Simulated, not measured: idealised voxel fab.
Process module, titled voxel ribs on slabs
Square cells of 5 nm make up the cross-section cut, whose width is 215 nm.
For the purposes of this document, a cross-section shall be understood as a grid of square cells, specified as bands listed in top-to-bottom order, each band consisting of one or more rows of cells.
Band entry format. Leading values: height of top, height of bottom, nm. Remainder: materials in left-to-right order, each with its width in nm. Special words: "everywhere" on a single material, which then fills the band edge to edge; "air", empty space.
Heights are measured from 0, the level below which the as-received wafer is all one material; the lowest band has no bottom and continues downward, written as in "0..down".
Width "30..40": first value at the band's top row of cells, second value at its bottom row, equal change from row to row.
For the purposes of this document, the phrase "same as before" attached to a step denotes that no cell within the cross-section was modified by that step.
"Tabulated closed voids" enumerates empty spaces isolated from the top, with no open way to it, that contain at least 8 cells, giving each as width x height at distance from the left edge, all three in nm.
Post-settings text on a step line: simulator's own remark regarding the step.
overlay nm: mask offset rightward from planned place, masked step; negative means leftward offset.
THESE ARE THE STEPS WE PLANNED FOR THE PROCESS
- 1: RECEIVE [material Si]
- 2: DIRECTIONAL_DEP [material SiO2] [thk nm 20]
- 3: DIRECTIONAL_DEP [material polySi] [thk nm 25]
- 4: PATTERN [tone cover] [mask id RIB] [material resist] [width nm 30] [thk nm 20] [overlay nm 0]
- 5: DIRECTIONAL_ETCH [etch materials polySi] [depth nm 20]
- 6: STRIP [etch materials resist]
- 7: MASKED_ETCH [tone cover] [mask id SLAB] [width nm 70] [etch materials polySi] [depth nm 5] [overlay nm 0]
- 8: FILL_DEP [material SiO2] [thk nm 25]
- 9: CMP [height nm 65]
- 10: DIRECTIONAL_DEP [material W] [thk nm 10]
- 11: MASKED_ETCH [tone cover] [mask id HEATER] [width nm 40] [etch materials W] [depth nm 10] [overlay nm 0]
- 12: CONFORMAL_DEP [material SiO2] [thk nm 10]
FIRST OUT OF TWO WAFERS; RUN WENT TO PLAN
CROSS-SECTION: WAFER ON ARRIVAL = AFTER STEP 1
  0..down = Si everywhere
  Tabulated closed voids: none
SO THIS IS THE WAFER CROSS-SECTION RIGHT AFTER STEP 2
  20..0 = SiO2 everywhere
  For the remainder of the cross-section, below 0, there is no change.
SO THIS IS THE WAFER CROSS-SECTION RIGHT AFTER STEP 3
  45..20 = polySi everywhere
  For the remainder of the cross-section, below 20, there is no change.
SO THIS IS THE WAFER CROSS-SECTION RIGHT AFTER STEP 4
  65..45 = air 90 nm, then resist 30 nm, then air 95 nm
  For the remainder of the cross-section, below 45, there is no change.
SO THIS IS THE WAFER CROSS-SECTION RIGHT AFTER STEP 5
  65..45 = air 90 nm, then resist 30 nm, then air 95 nm
  45..25 = air 90 nm, then polySi 30 nm, then air 95 nm
  For the remainder of the cross-section, below 25, there is no change.
SO THIS IS THE WAFER CROSS-SECTION RIGHT AFTER STEP 6
  45..25 = air 90 nm, then polySi 30 nm, then air 95 nm
  For the remainder of the cross-section, below 25, there is no change.
SO THIS IS THE WAFER CROSS-SECTION RIGHT AFTER STEP 7
  45..25 = air 90 nm, then polySi 30 nm, then air 95 nm
  25..20 = air 70 nm, then polySi 70 nm, then air 75 nm
  For the remainder of the cross-section, below 20, there is no change.
SO THIS IS THE WAFER CROSS-SECTION RIGHT AFTER STEP 8
  70..45 = SiO2 everywhere
  45..25 = SiO2 90 nm, then polySi 30 nm, then SiO2 95 nm
  25..20 = SiO2 70 nm, then polySi 70 nm, then SiO2 75 nm
  For the remainder of the cross-section, below 20, there is no change.
SO THIS IS THE WAFER CROSS-SECTION RIGHT AFTER STEP 9
  65..45 = SiO2 everywhere
  For the remainder of the cross-section, below 45, there is no change.
SO THIS IS THE WAFER CROSS-SECTION RIGHT AFTER STEP 10
  75..65 = W everywhere
  For the remainder of the cross-section, below 65, there is no change.
SO THIS IS THE WAFER CROSS-SECTION RIGHT AFTER STEP 11
  75..65 = air 85 nm, then W 40 nm, then air 90 nm
  For the remainder of the cross-section, below 65, there is no change.
SO THIS IS THE WAFER CROSS-SECTION RIGHT AFTER STEP 12
  85..75 = air 75 nm, then SiO2 60 nm, then air 80 nm
  75..65 = SiO2 85 nm, then W 40 nm, then SiO2 90 nm
  For the remainder of the cross-section, below 65, there is no change.
SECOND WAFER, SAME STARTING CONDITIONS AND RECIPE AS THE FIRST, ONE MISTAKE IN EXECUTING IT, NOTHING DIFFERS FROM THE FIRST UP TO AND INCLUDING STEP 10
SECOND WAFER, SECTION VIEW, TIME POINT: SCHEDULED END OF STEP 11
  75..65 = air 85 nm, then W 45 nm, then air 85 nm
  For the remainder of the cross-section, below 65, there is no change.
SECOND WAFER, SECTION VIEW, TIME POINT: SCHEDULED END OF STEP 12
  85..75 = air 75 nm, then SiO2 65 nm, then air 75 nm
  75..65 = SiO2 85 nm, then W 45 nm, then SiO2 85 nm
  For the remainder of the cross-section, below 65, there is no change.
Deviation from plan: step 11 changed vs plan, executed as MASKED_ETCH [tone cover] [mask id HEATER] [width nm 45] [etch materials W] [depth nm 10] [overlay nm 0]
Final comparison by cell count, materials where the second wafer has more or fewer than the first: +2 W
